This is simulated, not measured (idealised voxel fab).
The document below concerns the process module designated voxel fin reveal.
Each square cell in cross-section cut measures 5 nm, and the section as a whole is 250 nm wide.
Cross-sections here: square-cell grids, written as top-down lists of bands, a band being one or more rows of cells.
Basically the band line says how high the top is and how high the bottom is, in nm, and then what's in it from left to right, every material with its width in nm. Empty space shows up as "blank", and if a single material carries "throughout" it runs the full band edge to edge.
Height 0 is the level under which the wafer as received is all one material. The lowest band goes on downwards, as in "z 0 and below".
Graded width ("30->40"): value in top row of band = first number; value in bottom row = second number; row-to-row change constant.
Reading "same as before" for a step: not a cell of the cross-section changed in it.
In the "Enclosed void entries" entry, you get each enclosed empty space of 8 cells or more, one with no open way to the top, written width x height at distance, distance from the left edge, in nm.
Step line, after settings: the simulator's comment on this step.
Steps that use a mask can have "overlay nm" on their line. It says how far the mask sat to the right of where it was meant to be. Negative means to the left.

-- Process steps (planned)
- 1: RECEIVE | material Si
- 2: CONFORMAL_DEP | material SiN | thk nm 10
- 3: DIRECTIONAL_DEP | material aC | thk nm 10
- 4: PATTERN | tone cover | mask id FINS | material resist | width nm 15 | pitch nm 40 | thk nm 30 | overlay nm 0
- 5: DIRECTIONAL_ETCH | etch materials aC | depth nm 10
- 6: STRIP | etch materials resist
- 7: DIRECTIONAL_ETCH | etch materials SiN | depth nm 10
- 8: DIRECTIONAL_ETCH | etch materials Si | depth nm 40
- 9: STRIP | etch materials aC
- 10: FILL_DEP | material SiO2 | thk nm 10
- 11: CMP | height nm 10
- 12: SELECTIVE_ETCH | etch materials SiO2 | depth nm 30
- 13: STRIP | etch materials SiN

-- As-received state of the wafer in cross-section, equivalent to post-step 1
* z 0 and below: Si throughout
* Enclosed void entries: none

-- First of two wafers, end-of-module section, run followed plan
* z 0 to -20: blank=75, then Si=15, then blank=25, then Si=15, then blank=25, then Si=15, then blank=80
* z -20 to -40: SiO2=75, then Si=15, then SiO2=25, then Si=15, then SiO2=25, then Si=15, then SiO2=80
* z -40 and below: Si throughout
* Enclosed void entries: none

-- Cross-section, second wafer: same start as the first, same plan as the first, one mistake in running it; taken at the end of the module
* z 0 to -20: blank=70, then Si=25, then blank=15, then Si=25, then blank=15, then Si=25, then blank=75
* z -20 to -40: SiO2=70, then Si=25, then SiO2=15, then Si=25, then SiO2=15, then Si=25, then SiO2=75
* z -40 and below: Si throughout
* Enclosed void entries: none
So what did we get wrong on this run? step 4 did not use the planned setting and instead ran as PATTERN | tone cover | mask id FINS | material resist | width nm 25 | pitch nm 40 | thk nm 30 | overlay nm 0
Wafer comparison, final, in cells, second relative to first, materials more or fewer: Si +48; SiO2 -24
